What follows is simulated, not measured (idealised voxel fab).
Process module in this document: voxel local oxidation
FYI the section here is cut, 175 nm wide, cells are 5 nm squares.
A cross-section in this document is a grid of square cells, and it is written down as bands, the top band listed before the ones below it; a band is made up of one or more rows of cells.
Basically the band line says how high the top is and how high the bottom is, in nm, and then what's in it from left to right, every material with its width in nm. Empty space shows up as "empty", and if a single material carries "full width" it runs the full band edge to edge.
It should be noted that heights are counted from 0, beneath which the wafer as supplied is of one material throughout, and that the lowest band possesses no lower boundary but continues downward, as written in "top 0, no bottom".
It should be noted that a width expressed as "30->40" varies in equal increments from row to row of cells within the band, taking the value of the first number at the top row and that of the second number at the bottom row.
Where the words "nothing different" appear for a step, the cross-section shows no cell changed by that step; every cell remained as before.
The entry "Closed void listing" lists the empty spaces that cover at least 8 cells and have no open path to the top. Each is written as width x height at distance, where the distance is measured from the left edge and all three values are in nm.
Read whatever lies past the settings on a step's line as the simulator's own remark about the step.
Each step line may optionally specify "overlay nm", which for a step with a mask gives the rightward distance between the mask's planned place and where it lay, a negative value indicating the leftward direction.
This section lists the process steps that were planned
1,RECEIVE,material Si
2,OXIDIZE,depth nm 5
3,CONFORMAL_DEP,material SiN,thk nm 15
4,PATTERN,tone cover,mask id ACTIVE,material resist,width nm 105,thk nm 15,overlay nm 0
5,DIRECTIONAL_ETCH,etch materials SiN,depth nm 15
6,STRIP,etch materials resist
7,SELECTIVE_ETCH,etch materials SiO2,depth nm 5
8,OXIDIZE,depth nm 10
9,STRIP,etch materials SiN
First out of two wafers; run went to plan
This is the cross-section of the wafer as we received it, i.e. after step 1
	top 0, no bottom = Si full width
	Closed void listing: none
Cross-sectional representation of the wafer at the conclusion of step 2
	top 0, bottom -5 = SiO2 full width
	Below a height of -5, the structure has not been altered.
Cross-sectional representation of the wafer at the conclusion of step 3
	top 15, bottom 0 = SiN full width
	Below a height of 0, the structure has not been altered.
Cross-sectional representation of the wafer at the conclusion of step 4
	top 30, bottom 15 = empty (35), resist (105), empty (35)
	Below a height of 15, the structure has not been altered.
Cross-sectional representation of the wafer at the conclusion of step 5
	top 30, bottom 15 = empty (35), resist (105), empty (35)
	top 15, bottom 0 = empty (35), SiN (105), empty (35)
	Below a height of 0, the structure has not been altered.
Cross-sectional representation of the wafer at the conclusion of step 6
	top 15, bottom 0 = empty (35), SiN (105), empty (35)
	Below a height of 0, the structure has not been altered.
Cross-sectional representation of the wafer at the conclusion of step 7
	top 15, bottom 0 = empty (35), SiN (105), empty (35)
	top 0, bottom -5 = empty (40), SiO2 (95), empty (40)
	Below a height of -5, the structure has not been altered.
Cross-sectional representation of the wafer at the conclusion of step 8
	top 15, bottom 0 = empty (35), SiN (105), empty (35)
	top 0, bottom -5 = empty (40), SiO2 (95), empty (40)
	top -5, bottom -15 = SiO2 (50), Si (75), SiO2 (50)
	Below a height of -15, the structure has not been altered.
Cross-sectional representation of the wafer at the conclusion of step 9
	top 0, bottom -5 = empty (40), SiO2 (95), empty (40)
	Below a height of -5, the structure has not been altered.
Second of two: same start, same plan, one run error; steps up to and including 4 match the first
Second wafer, cross-section, planned end of step 5
	top 30, bottom 15 = empty (35), resist (105), empty (35)
	top 15, bottom 0 = empty (35), SiN (105), empty (35)
	Below a height of 0, the structure has not been altered.
Second wafer, cross-section, planned end of step 6
	top 15, bottom 0 = empty (35), SiN (105), empty (35)
	Below a height of 0, the structure has not been altered.
Second wafer, cross-section, planned end of step 7
	top 15, bottom 0 = empty (35), SiN (105), empty (35)
	top 0, bottom -5 = empty (40), SiO2 (95), empty (40)
	Below a height of -5, the structure has not been altered.
Second wafer, cross-section, planned end of step 8
	top 15, bottom 0 = empty (35), SiN (105), empty (35)
	top 0, bottom -5 = empty (40), SiO2 (95), empty (40)
	top -5, bottom -15 = SiO2 (50), Si (75), SiO2 (50)
	Below a height of -15, the structure has not been altered.
Second wafer, cross-section, planned end of step 9
	top 0, bottom -5 = empty (40), SiO2 (95), empty (40)
	Below a height of -5, the structure has not been altered.
So what did we get wrong on this run? plan step 5 ran twice
Since the two wafers finish with cross-sections that are the same, nothing this model computes is changed by the mistake.
